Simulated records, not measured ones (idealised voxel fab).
The document below concerns the process module designated voxel trench capacitor.
Shown is cross-section cut, with a width of 235 nm and square cells of size 5 nm.
We lay out every cross-section as a grid of square cells and spell it out in bands from the top down, where one band means one or more rows of cells. Heights first: top, then bottom, in nm. Then materials, left to right, each with a width in nm. "everywhere" on a single material: fills the band edge to edge. "empty": empty space. It should be noted that heights are counted from 0, beneath which the wafer as supplied is of one material throughout, and that the lowest band possesses no lower boundary but continues downward, as written in "z 0 and below". So if you see something like "30..40" for the width, read it as the top row of the band sitting at the first number and the bottom row at the second, with every row in between moving by the same amount as the last. No cell of the cross-section changed in a step that is given as "nothing different". The entry "Voids, sealed" lists the empty spaces that cover at least 8 cells and have no open path to the top. Each is written as width x height at distance, where the distance is measured from the left edge and all three values are in nm. On a step's line, text after the settings is the simulator commenting on that step. overlay nm: on a step with a mask, how far right of its planned place the mask lay; negative means left.

-- Below is the list of planned process steps
| 1 | RECEIVE (material Si) |
| 2 | CONFORMAL_DEP (material SiN; thk nm 10) |
| 3 | MASKED_ETCH (tone open; mask id TRENCH; width nm 15; pitch nm 45; etch materials SiN; depth nm 10; overlay nm 0) |
| 4 | MASKED_ETCH (tone open; mask id TRENCH; width nm 15; pitch nm 45; etch materials Si; depth nm 25; overlay nm 0) |
| 5 | CONFORMAL_DEP (material SiO2; thk nm 5) |
| 6 | FILL_DEP (material polySi; thk nm 5) |
| 7 | CMP (height nm 10) |

-- Cross-section of the wafer at receipt, which is the condition after step 1
z 0 and below  Si everywhere
Voids, sealed: none

-- The first of two wafers, cross-sectioned at the end of the module, with the run proceeding as planned
z 10 to 0  SiN 85 nm, SiO2 5 nm, polySi 5 nm, SiO2 5 nm, SiN 30 nm, SiO2 5 nm, polySi 5 nm, SiO2 5 nm, SiN 90 nm
z 0 to -20  Si 85 nm, SiO2 5 nm, polySi 5 nm, SiO2 5 nm, Si 30 nm, SiO2 5 nm, polySi 5 nm, SiO2 5 nm, Si 90 nm
z -20 to -25  Si 85 nm, SiO2 15 nm, Si 30 nm, SiO2 15 nm, Si 90 nm
z -25 and below  Si everywhere
Voids, sealed: none

-- Wafer two, sectioned after the module: the first wafer's start, the first wafer's plan, and one mistake in how it was run
z 10 to 0  polySi 85 nm, SiO2 5 nm, polySi 5 nm, SiO2 5 nm, polySi 30 nm, SiO2 5 nm, polySi 5 nm, SiO2 5 nm, polySi 90 nm
z 0 to -10  Si 85 nm, SiO2 5 nm, polySi 5 nm, SiO2 5 nm, Si 30 nm, SiO2 5 nm, polySi 5 nm, SiO2 5 nm, Si 90 nm
z -10 to -15  Si 85 nm, SiO2 15 nm, Si 30 nm, SiO2 15 nm, Si 90 nm
z -15 and below  Si everywhere
Voids, sealed: none
The plan and the run diverged here: note that step 2 departed from the planned setting and was carried out as CONFORMAL_DEP (material polySi; thk nm 10)
At the finish, the second wafer shows more or fewer cells for some materials than the first does: Si +12; SiN -82; SiO2 -8; polySi +78
